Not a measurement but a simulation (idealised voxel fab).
The following process module bears the name voxel wiring stack.
FYI the section here is cut, 240 nm wide, cells are 5 nm squares.
Cross-section format: a grid of square cells, given as bands from top to bottom; each band is one or more rows of cells. This entry defines a band. It first specifies the height of the band's top and the height of its bottom in nm, and then specifies the band's materials from left to right, stating each material with its width in nm. The word "all across" identifies a single material that fills the band from edge to edge, while the word "empty" identifies empty space. Counting heights begins at 0, where everything beneath is, in the wafer as received, one material. The lowest band has no bottom; it goes on downwards, as "from 0 down" shows. Think of "30..40" as a width that walks from the first number to the second as you go down the band, top row to bottom row, taking equal-sized steps from row to row. The cross-section has no changed cell in any step marked "nothing different". Basically, "Closed void inventory" tells you about the enclosed voids: empty spaces with no open way to the top, 8 cells or bigger, each written width x height at distance, where distance is from the left edge, all in nm. Whatever follows a step's settings on its line is a remark the simulator itself makes about that step. A step line may carry the setting "overlay nm", which, for steps involving a mask, states the distance by which the mask lay to the right of its intended position; negative values denote displacement to the left.

The steps planned for the process are as follows
1,RECEIVE with material Si
2,CONFORMAL_DEP with material SiO2, thk nm 15
3,CONFORMAL_DEP with material SiN, thk nm 5
4,DIRECTIONAL_DEP with material lowk, thk nm 20
5,MASKED_ETCH with tone open, mask id METAL_1, width nm 30, pitch nm 50, etch materials lowk, depth nm 20, overlay nm 0
6,MASKED_ETCH with tone open, mask id METAL_1, width nm 30, pitch nm 50, etch materials SiN, depth nm 5, overlay nm 0
7,CONFORMAL_DEP with material TiN, thk nm 5
8,FILL_DEP with material Cu, thk nm 5
9,CMP with height nm 40
10,CONFORMAL_DEP with material SiCN, thk nm 5
11,DIRECTIONAL_DEP with material SiO2, thk nm 35
12,DIRECTIONAL_DEP with material aC, thk nm 15
13,PATTERN with tone open, mask id METAL_2, material resist, width nm 30, pitch nm 50, thk nm 35, overlay nm 0
14,DIRECTIONAL_ETCH with etch materials aC, depth nm 15
15,STRIP with etch materials resist
16,DIRECTIONAL_ETCH with etch materials SiO2, depth nm 20
17,STRIP with etch materials aC
18,MASKED_ETCH with tone open, mask id METAL_2_HOLES, width nm 15, pitch nm 50, etch materials SiO2, depth nm 15, overlay nm 0
19,MASKED_ETCH with tone open, mask id METAL_2_HOLES, width nm 15, pitch nm 50, etch materials SiCN, depth nm 5, overlay nm 0
20,CONFORMAL_DEP with material TiN, thk nm 5
21,FILL_DEP with material Cu, thk nm 10
22,CMP with height nm 80
23,CONFORMAL_DEP with material SiCN, thk nm 5
24,DIRECTIONAL_DEP with material SiO2, thk nm 30
25,DIRECTIONAL_DEP with material aC, thk nm 15
26,PATTERN with tone open, mask id METAL_3_HOLES, material resist, width nm 15, thk nm 30, overlay nm 0
27,DIRECTIONAL_ETCH with etch materials aC, depth nm 15
28,STRIP with etch materials resist
29,DIRECTIONAL_ETCH with etch materials SiO2, depth nm 30
30,STRIP with etch materials aC
31,DIRECTIONAL_DEP with material aC, thk nm 10
32,PATTERN with tone open, mask id METAL_3, material resist, width nm 30, pitch nm 50, thk nm 25, overlay nm 0
33,DIRECTIONAL_ETCH with etch materials aC, depth nm 10
34,STRIP with etch materials resist
35,DIRECTIONAL_ETCH with etch materials SiO2, depth nm 15
36,DIRECTIONAL_ETCH with etch materials SiCN, depth nm 5
37,STRIP with etch materials aC
38,CONFORMAL_DEP with material TiN, thk nm 5
39,FILL_DEP with material Cu, thk nm 10
40,CMP with height nm 115
41,CONFORMAL_DEP with material SiCN, thk nm 5

Of two wafers, the first: run according to plan

As received, after step 1
- from 0 down | Si all across
- Closed void inventory: none

So this is the wafer cross-section right after step 2
- from 15 to 0 | SiO2 all across
- Below 0 it's all the same as before, nothing changed down there.

So this is the wafer cross-section right after step 3
- from 20 to 15 | SiN all across
- Below 15 it's all the same as before, nothing changed down there.

So this is the wafer cross-section right after step 4
- from 40 to 20 | lowk all across
- Below 20 it's all the same as before, nothing changed down there.

So this is the wafer cross-section right after step 5
- from 40 to 20 | lowk 80 nm, empty 30 nm, lowk 20 nm, empty 30 nm, lowk 80 nm
- Below 20 it's all the same as before, nothing changed down there.

So this is the wafer cross-section right after step 6
- from 40 to 20 | lowk 80 nm, empty 30 nm, lowk 20 nm, empty 30 nm, lowk 80 nm
- from 20 to 15 | SiN 80 nm, empty 30 nm, SiN 20 nm, empty 30 nm, SiN 80 nm
- Below 15 it's all the same as before, nothing changed down there.

So this is the wafer cross-section right after step 7
- from 45 to 40 | TiN 85 nm, empty 20 nm, TiN 30 nm, empty 20 nm, TiN 85 nm
- from 40 to 20 | lowk 80 nm, TiN 5 nm, empty 20 nm, TiN 5 nm, lowk 20 nm, TiN 5 nm, empty 20 nm, TiN 5 nm, lowk 80 nm
- from 20 to 15 | SiN 80 nm, TiN 30 nm, SiN 20 nm, TiN 30 nm, SiN 80 nm
- Below 15 it's all the same as before, nothing changed down there.

So this is the wafer cross-section right after step 8
- from 50 to 45 | Cu all across
- from 45 to 40 | TiN 85 nm, Cu 20 nm, TiN 30 nm, Cu 20 nm, TiN 85 nm
- from 40 to 20 | lowk 80 nm, TiN 5 nm, Cu 20 nm, TiN 5 nm, lowk 20 nm, TiN 5 nm, Cu 20 nm, TiN 5 nm, lowk 80 nm
- Below 20 it's all the same as before, nothing changed down there.

So this is the wafer cross-section right after step 9
- from 40 to 20 | lowk 80 nm, TiN 5 nm, Cu 20 nm, TiN 5 nm, lowk 20 nm, TiN 5 nm, Cu 20 nm, TiN 5 nm, lowk 80 nm
- Below 20 it's all the same as before, nothing changed down there.

So this is the wafer cross-section right after step 10
- from 45 to 40 | SiCN all across
- Below 40 it's all the same as before, nothing changed down there.

So this is the wafer cross-section right after step 11
- from 80 to 45 | SiO2 all across
- Below 45 it's all the same as before, nothing changed down there.

So this is the wafer cross-section right after step 12
- from 95 to 80 | aC all across
- Below 80 it's all the same as before, nothing changed down there.

So this is the wafer cross-section right after step 13
- from 130 to 95 | resist 80 nm, empty 30 nm, resist 20 nm, empty 30 nm, resist 80 nm
- Below 95 it's all the same as before, nothing changed down there.

So this is the wafer cross-section right after step 14
- from 115 to 95 | resist 80 nm, empty 30 nm, resist 20 nm, empty 30 nm, resist 80 nm
- from 95 to 80 | aC 80 nm, empty 30 nm, aC 20 nm, empty 30 nm, aC 80 nm
- Below 80 it's all the same as before, nothing changed down there.

So this is the wafer cross-section right after step 15
- from 95 to 80 | aC 80 nm, empty 30 nm, aC 20 nm, empty 30 nm, aC 80 nm
- Below 80 it's all the same as before, nothing changed down there.

So this is the wafer cross-section right after step 16
- from 95 to 80 | aC 80 nm, empty 30 nm, aC 20 nm, empty 30 nm, aC 80 nm
- from 80 to 60 | SiO2 80 nm, empty 30 nm, SiO2 20 nm, empty 30 nm, SiO2 80 nm
- Below 60 it's all the same as before, nothing changed down there.

So this is the wafer cross-section right after step 17
- from 80 to 60 | SiO2 80 nm, empty 30 nm, SiO2 20 nm, empty 30 nm, SiO2 80 nm
- Below 60 it's all the same as before, nothing changed down there.

So this is the wafer cross-section right after step 18
- from 80 to 60 | SiO2 80 nm, empty 30 nm, SiO2 20 nm, empty 30 nm, SiO2 80 nm
- from 60 to 45 | SiO2 80 nm, empty 15 nm, SiO2 35 nm, empty 15 nm, SiO2 95 nm
- Below 45 it's all the same as before, nothing changed down there.

So this is the wafer cross-section right after step 19
- from 80 to 60 | SiO2 80 nm, empty 30 nm, SiO2 20 nm, empty 30 nm, SiO2 80 nm
- from 60 to 45 | SiO2 80 nm, empty 15 nm, SiO2 35 nm, empty 15 nm, SiO2 95 nm
- from 45 to 40 | SiCN 80 nm, empty 15 nm, SiCN 35 nm, empty 15 nm, SiCN 95 nm
- Below 40 it's all the same as before, nothing changed down there.

So this is the wafer cross-section right after step 20
- from 85 to 80 | TiN 85 nm, empty 20 nm, TiN 30 nm, empty 20 nm, TiN 85 nm
- from 80 to 65 | SiO2 80 nm, TiN 5 nm, empty 20 nm, TiN 5 nm, SiO2 20 nm, TiN 5 nm, empty 20 nm, TiN 5 nm, SiO2 80 nm
- from 65 to 60 | SiO2 80 nm, TiN 5 nm, empty 5 nm, TiN 20 nm, SiO2 20 nm, TiN 5 nm, empty 5 nm, TiN 20 nm, SiO2 80 nm
- from 60 to 45 | SiO2 80 nm, TiN 5 nm, empty 5 nm, TiN 5 nm, SiO2 35 nm, TiN 5 nm, empty 5 nm, TiN 5 nm, SiO2 95 nm
- from 45 to 40 | SiCN 80 nm, TiN 15 nm, SiCN 35 nm, TiN 15 nm, SiCN 95 nm
- Below 40 it's all the same as before, nothing changed down there.

So this is the wafer cross-section right after step 21
- from 95 to 85 | Cu all across
- from 85 to 80 | TiN 85 nm, Cu 20 nm, TiN 30 nm, Cu 20 nm, TiN 85 nm
- from 80 to 65 | SiO2 80 nm, TiN 5 nm, Cu 20 nm, TiN 5 nm, SiO2 20 nm, TiN 5 nm, Cu 20 nm, TiN 5 nm, SiO2 80 nm
- from 65 to 60 | SiO2 80 nm, TiN 5 nm, Cu 5 nm, TiN 20 nm, SiO2 20 nm, TiN 5 nm, Cu 5 nm, TiN 20 nm, SiO2 80 nm
- from 60 to 45 | SiO2 80 nm, TiN 5 nm, Cu 5 nm, TiN 5 nm, SiO2 35 nm, TiN 5 nm, Cu 5 nm, TiN 5 nm, SiO2 95 nm
- Below 45 it's all the same as before, nothing changed down there.

So this is the wafer cross-section right after step 22
- from 80 to 65 | SiO2 80 nm, TiN 5 nm, Cu 20 nm, TiN 5 nm, SiO2 20 nm, TiN 5 nm, Cu 20 nm, TiN 5 nm, SiO2 80 nm
- Below 65 it's all the same as before, nothing changed down there.

So this is the wafer cross-section right after step 23
- from 85 to 80 | SiCN all across
- Below 80 it's all the same as before, nothing changed down there.

So this is the wafer cross-section right after step 24
- from 115 to 85 | SiO2 all across
- Below 85 it's all the same as before, nothing changed down there.

So this is the wafer cross-section right after step 25
- from 130 to 115 | aC all across
- Below 115 it's all the same as before, nothing changed down there.

So this is the wafer cross-section right after step 26
- from 160 to 130 | resist 80 nm, empty 15 nm, resist 145 nm
- Below 130 it's all the same as before, nothing changed down there.

So this is the wafer cross-section right after step 27
- from 145 to 130 | resist 80 nm, empty 15 nm, resist 145 nm
- from 130 to 115 | aC 80 nm, empty 15 nm, aC 145 nm
- Below 115 it's all the same as before, nothing changed down there.

So this is the wafer cross-section right after step 28
- from 130 to 115 | aC 80 nm, empty 15 nm, aC 145 nm
- Below 115 it's all the same as before, nothing changed down there.

So this is the wafer cross-section right after step 29
- from 130 to 115 | aC 80 nm, empty 15 nm, aC 145 nm
- from 115 to 85 | SiO2 80 nm, empty 15 nm, SiO2 145 nm
- Below 85 it's all the same as before, nothing changed down there.

So this is the wafer cross-section right after step 30
- from 115 to 85 | SiO2 80 nm, empty 15 nm, SiO2 145 nm
- Below 85 it's all the same as before, nothing changed down there.

So this is the wafer cross-section right after step 31
- from 125 to 115 | aC 80 nm, empty 15 nm, aC 145 nm
- from 115 to 95 | SiO2 80 nm, empty 15 nm, SiO2 145 nm
- from 95 to 85 | SiO2 80 nm, aC 15 nm, SiO2 145 nm
- Below 85 it's all the same as before, nothing changed down there.

So this is the wafer cross-section right after step 32
- from 150 to 125 | resist 80 nm, empty 30 nm, resist 20 nm, empty 30 nm, resist 80 nm
- Below 125 it's all the same as before, nothing changed down there.

So this is the wafer cross-section right after step 33
- from 140 to 125 | resist 80 nm, empty 30 nm, resist 20 nm, empty 30 nm, resist 80 nm
- from 125 to 115 | aC 80 nm, empty 30 nm, aC 20 nm, empty 30 nm, aC 80 nm
- from 115 to 85 | SiO2 80 nm, empty 15 nm, SiO2 145 nm
- Below 85 it's all the same as before, nothing changed down there.

So this is the wafer cross-section right after step 34
- from 125 to 115 | aC 80 nm, empty 30 nm, aC 20 nm, empty 30 nm, aC 80 nm
- Below 115 it's all the same as before, nothing changed down there.

So this is the wafer cross-section right after step 35
- from 125 to 115 | aC 80 nm, empty 30 nm, aC 20 nm, empty 30 nm, aC 80 nm
- from 115 to 100 | SiO2 80 nm, empty 30 nm, SiO2 20 nm, empty 30 nm, SiO2 80 nm
- Below 100 it's all the same as before, nothing changed down there.

So this is the wafer cross-section right after step 36
- from 125 to 115 | aC 80 nm, empty 30 nm, aC 20 nm, empty 30 nm, aC 80 nm
- from 115 to 100 | SiO2 80 nm, empty 30 nm, SiO2 20 nm, empty 30 nm, SiO2 80 nm
- from 100 to 85 | SiO2 80 nm, empty 15 nm, SiO2 145 nm
- from 85 to 80 | SiCN 80 nm, empty 15 nm, SiCN 145 nm
- Below 80 it's all the same as before, nothing changed down there.

So this is the wafer cross-section right after step 37
- from 115 to 100 | SiO2 80 nm, empty 30 nm, SiO2 20 nm, empty 30 nm, SiO2 80 nm
- Below 100 it's all the same as before, nothing changed down there.

So this is the wafer cross-section right after step 38
- from 120 to 115 | TiN 85 nm, empty 20 nm, TiN 30 nm, empty 20 nm, TiN 85 nm
- from 115 to 105 | SiO2 80 nm, TiN 5 nm, empty 20 nm, TiN 5 nm, SiO2 20 nm, TiN 5 nm, empty 20 nm, TiN 5 nm, SiO2 80 nm
- from 105 to 100 | SiO2 80 nm, TiN 5 nm, empty 5 nm, TiN 20 nm, SiO2 20 nm, TiN 30 nm, SiO2 80 nm
- from 100 to 85 | SiO2 80 nm, TiN 5 nm, empty 5 nm, TiN 5 nm, SiO2 145 nm
- from 85 to 80 | SiCN 80 nm, TiN 15 nm, SiCN 145 nm
- Below 80 it's all the same as before, nothing changed down there.

So this is the wafer cross-section right after step 39
- from 130 to 120 | Cu all across
- from 120 to 115 | TiN 85 nm, Cu 20 nm, TiN 30 nm, Cu 20 nm, TiN 85 nm
- from 115 to 105 | SiO2 80 nm, TiN 5 nm, Cu 20 nm, TiN 5 nm, SiO2 20 nm, TiN 5 nm, Cu 20 nm, TiN 5 nm, SiO2 80 nm
- from 105 to 100 | SiO2 80 nm, TiN 5 nm, Cu 5 nm, TiN 20 nm, SiO2 20 nm, TiN 30 nm, SiO2 80 nm
- from 100 to 85 | SiO2 80 nm, TiN 5 nm, Cu 5 nm, TiN 5 nm, SiO2 145 nm
- Below 85 it's all the same as before, nothing changed down there.

So this is the wafer cross-section right after step 40
- from 115 to 105 | SiO2 80 nm, TiN 5 nm, Cu 20 nm, TiN 5 nm, SiO2 20 nm, TiN 5 nm, Cu 20 nm, TiN 5 nm, SiO2 80 nm
- Below 105 it's all the same as before, nothing changed down there.

So this is the wafer cross-section right after step 41
- from 120 to 115 | SiCN all across
- Below 115 it's all the same as before, nothing changed down there.

Wafer two. Same start, same plan, one slip in execution. Same as wafer one through step 17, inclusive

Cross-section: second wafer, time at which step 18 was scheduled to end
- from 80 to 65 | SiO2 70 nm, empty 40 nm, SiO2 10 nm, empty 40 nm, SiO2 80 nm
- from 65 to 60 | SiO2 80 nm, empty 30 nm, SiO2 20 nm, empty 30 nm, SiO2 80 nm
- from 60 to 45 | SiO2 80 nm, empty 5 nm, SiO2 45 nm, empty 5 nm, SiO2 105 nm
- Below 45 it's all the same as before, nothing changed down there.

Cross-section: second wafer, time at which step 19 was scheduled to end
- from 80 to 65 | SiO2 70 nm, empty 40 nm, SiO2 10 nm, empty 40 nm, SiO2 80 nm
- from 65 to 60 | SiO2 80 nm, empty 30 nm, SiO2 20 nm, empty 30 nm, SiO2 80 nm
- from 60 to 45 | SiO2 80 nm, empty 5 nm, SiO2 45 nm, empty 5 nm, SiO2 105 nm
- from 45 to 40 | SiCN 80 nm, empty 5 nm, SiCN 45 nm, empty 5 nm, SiCN 105 nm
- Below 40 it's all the same as before, nothing changed down there.

Cross-section: second wafer, time at which step 20 was scheduled to end
- from 85 to 80 | TiN 75 nm, empty 30 nm, TiN 20 nm, empty 30 nm, TiN 85 nm
- from 80 to 70 | SiO2 70 nm, TiN 5 nm, empty 30 nm, TiN 5 nm, SiO2 10 nm, TiN 5 nm, empty 30 nm, TiN 5 nm, SiO2 80 nm
- from 70 to 65 | SiO2 70 nm, TiN 15 nm, empty 20 nm, TiN 5 nm, SiO2 10 nm, TiN 15 nm, empty 20 nm, TiN 5 nm, SiO2 80 nm
- from 65 to 60 | SiO2 80 nm, TiN 30 nm, SiO2 20 nm, TiN 30 nm, SiO2 80 nm
- from 60 to 45 | SiO2 80 nm, TiN 5 nm, SiO2 45 nm, TiN 5 nm, SiO2 105 nm
- from 45 to 40 | SiCN 80 nm, TiN 5 nm, SiCN 45 nm, TiN 5 nm, SiCN 105 nm
- Below 40 it's all the same as before, nothing changed down there.

Cross-section: second wafer, time at which step 21 was scheduled to end
- from 95 to 85 | Cu all across
- from 85 to 80 | TiN 75 nm, Cu 30 nm, TiN 20 nm, Cu 30 nm, TiN 85 nm
- from 80 to 70 | SiO2 70 nm, TiN 5 nm, Cu 30 nm, TiN 5 nm, SiO2 10 nm, TiN 5 nm, Cu 30 nm, TiN 5 nm, SiO2 80 nm
- from 70 to 65 | SiO2 70 nm, TiN 15 nm, Cu 20 nm, TiN 5 nm, SiO2 10 nm, TiN 15 nm, Cu 20 nm, TiN 5 nm, SiO2 80 nm
- Below 65 it's all the same as before, nothing changed down there.

Cross-section: second wafer, time at which step 22 was scheduled to end
- from 80 to 70 | SiO2 70 nm, TiN 5 nm, Cu 30 nm, TiN 5 nm, SiO2 10 nm, TiN 5 nm, Cu 30 nm, TiN 5 nm, SiO2 80 nm
- Below 70 it's all the same as before, nothing changed down there.

Cross-section: second wafer, time at which step 23 was scheduled to end
- from 85 to 80 | SiCN all across
- Below 80 it's all the same as before, nothing changed down there.

Cross-section: second wafer, time at which step 24 was scheduled to end
- from 115 to 85 | SiO2 all across
- Below 85 it's all the same as before, nothing changed down there.

Cross-section: second wafer, time at which step 25 was scheduled to end
- from 130 to 115 | aC all across
- Below 115 it's all the same as before, nothing changed down there.

Cross-section: second wafer, time at which step 26 was scheduled to end
- from 160 to 130 | resist 80 nm, empty 15 nm, resist 145 nm
- Below 130 it's all the same as before, nothing changed down there.

Cross-section: second wafer, time at which step 27 was scheduled to end
- from 145 to 130 | resist 80 nm, empty 15 nm, resist 145 nm
- from 130 to 115 | aC 80 nm, empty 15 nm, aC 145 nm
- Below 115 it's all the same as before, nothing changed down there.

Cross-section: second wafer, time at which step 28 was scheduled to end
- from 130 to 115 | aC 80 nm, empty 15 nm, aC 145 nm
- Below 115 it's all the same as before, nothing changed down there.

Cross-section: second wafer, time at which step 29 was scheduled to end
- from 130 to 115 | aC 80 nm, empty 15 nm, aC 145 nm
- from 115 to 85 | SiO2 80 nm, empty 15 nm, SiO2 145 nm
- Below 85 it's all the same as before, nothing changed down there.

Cross-section: second wafer, time at which step 30 was scheduled to end
- from 115 to 85 | SiO2 80 nm, empty 15 nm, SiO2 145 nm
- Below 85 it's all the same as before, nothing changed down there.

Cross-section: second wafer, time at which step 31 was scheduled to end
- from 125 to 115 | aC 80 nm, empty 15 nm, aC 145 nm
- from 115 to 95 | SiO2 80 nm, empty 15 nm, SiO2 145 nm
- from 95 to 85 | SiO2 80 nm, aC 15 nm, SiO2 145 nm
- Below 85 it's all the same as before, nothing changed down there.

Cross-section: second wafer, time at which step 32 was scheduled to end
- from 150 to 125 | resist 80 nm, empty 30 nm, resist 20 nm, empty 30 nm, resist 80 nm
- Below 125 it's all the same as before, nothing changed down there.

Cross-section: second wafer, time at which step 33 was scheduled to end
- from 140 to 125 | resist 80 nm, empty 30 nm, resist 20 nm, empty 30 nm, resist 80 nm
- from 125 to 115 | aC 80 nm, empty 30 nm, aC 20 nm, empty 30 nm, aC 80 nm
- from 115 to 85 | SiO2 80 nm, empty 15 nm, SiO2 145 nm
- Below 85 it's all the same as before, nothing changed down there.

Cross-section: second wafer, time at which step 34 was scheduled to end
- from 125 to 115 | aC 80 nm, empty 30 nm, aC 20 nm, empty 30 nm, aC 80 nm
- Below 115 it's all the same as before, nothing changed down there.

Cross-section: second wafer, time at which step 35 was scheduled to end
- from 125 to 115 | aC 80 nm, empty 30 nm, aC 20 nm, empty 30 nm, aC 80 nm
- from 115 to 100 | SiO2 80 nm, empty 30 nm, SiO2 20 nm, empty 30 nm, SiO2 80 nm
- Below 100 it's all the same as before, nothing changed down there.

Cross-section: second wafer, time at which step 36 was scheduled to end
- from 125 to 115 | aC 80 nm, empty 30 nm, aC 20 nm, empty 30 nm, aC 80 nm
- from 115 to 100 | SiO2 80 nm, empty 30 nm, SiO2 20 nm, empty 30 nm, SiO2 80 nm
- from 100 to 85 | SiO2 80 nm, empty 15 nm, SiO2 145 nm
- from 85 to 80 | SiCN 80 nm, empty 15 nm, SiCN 145 nm
- Below 80 it's all the same as before, nothing changed down there.

Cross-section: second wafer, time at which step 37 was scheduled to end
- from 115 to 100 | SiO2 80 nm, empty 30 nm, SiO2 20 nm, empty 30 nm, SiO2 80 nm
- Below 100 it's all the same as before, nothing changed down there.

Cross-section: second wafer, time at which step 38 was scheduled to end
- from 120 to 115 | TiN 85 nm, empty 20 nm, TiN 30 nm, empty 20 nm, TiN 85 nm
- from 115 to 105 | SiO2 80 nm, TiN 5 nm, empty 20 nm, TiN 5 nm, SiO2 20 nm, TiN 5 nm, empty 20 nm, TiN 5 nm, SiO2 80 nm
- from 105 to 100 | SiO2 80 nm, TiN 5 nm, empty 5 nm, TiN 20 nm, SiO2 20 nm, TiN 30 nm, SiO2 80 nm
- from 100 to 85 | SiO2 80 nm, TiN 5 nm, empty 5 nm, TiN 5 nm, SiO2 145 nm
- from 85 to 80 | SiCN 80 nm, TiN 15 nm, SiCN 145 nm
- Below 80 it's all the same as before, nothing changed down there.

Cross-section: second wafer, time at which step 39 was scheduled to end
- from 130 to 120 | Cu all across
- from 120 to 115 | TiN 85 nm, Cu 20 nm, TiN 30 nm, Cu 20 nm, TiN 85 nm
- from 115 to 105 | SiO2 80 nm, TiN 5 nm, Cu 20 nm, TiN 5 nm, SiO2 20 nm, TiN 5 nm, Cu 20 nm, TiN 5 nm, SiO2 80 nm
- from 105 to 100 | SiO2 80 nm, TiN 5 nm, Cu 5 nm, TiN 20 nm, SiO2 20 nm, TiN 30 nm, SiO2 80 nm
- from 100 to 85 | SiO2 80 nm, TiN 5 nm, Cu 5 nm, TiN 5 nm, SiO2 145 nm
- Below 85 it's all the same as before, nothing changed down there.

Cross-section: second wafer, time at which step 40 was scheduled to end
- from 115 to 105 | SiO2 80 nm, TiN 5 nm, Cu 20 nm, TiN 5 nm, SiO2 20 nm, TiN 5 nm, Cu 20 nm, TiN 5 nm, SiO2 80 nm
- Below 105 it's all the same as before, nothing changed down there.

Cross-section: second wafer, time at which step 41 was scheduled to end
- from 120 to 115 | SiCN all across
- Below 115 it's all the same as before, nothing changed down there.
What was done differently from what was planned? step 18, actual vs plan mismatch, actual run MASKED_ETCH with tone open, mask id METAL_2_HOLES, width nm 15, pitch nm 50, etch materials SiO2, depth nm 15, overlay nm -10
FYI, end of process, the second wafer has more or fewer cells of some materials than the first: SiCN +4 | TiN -4
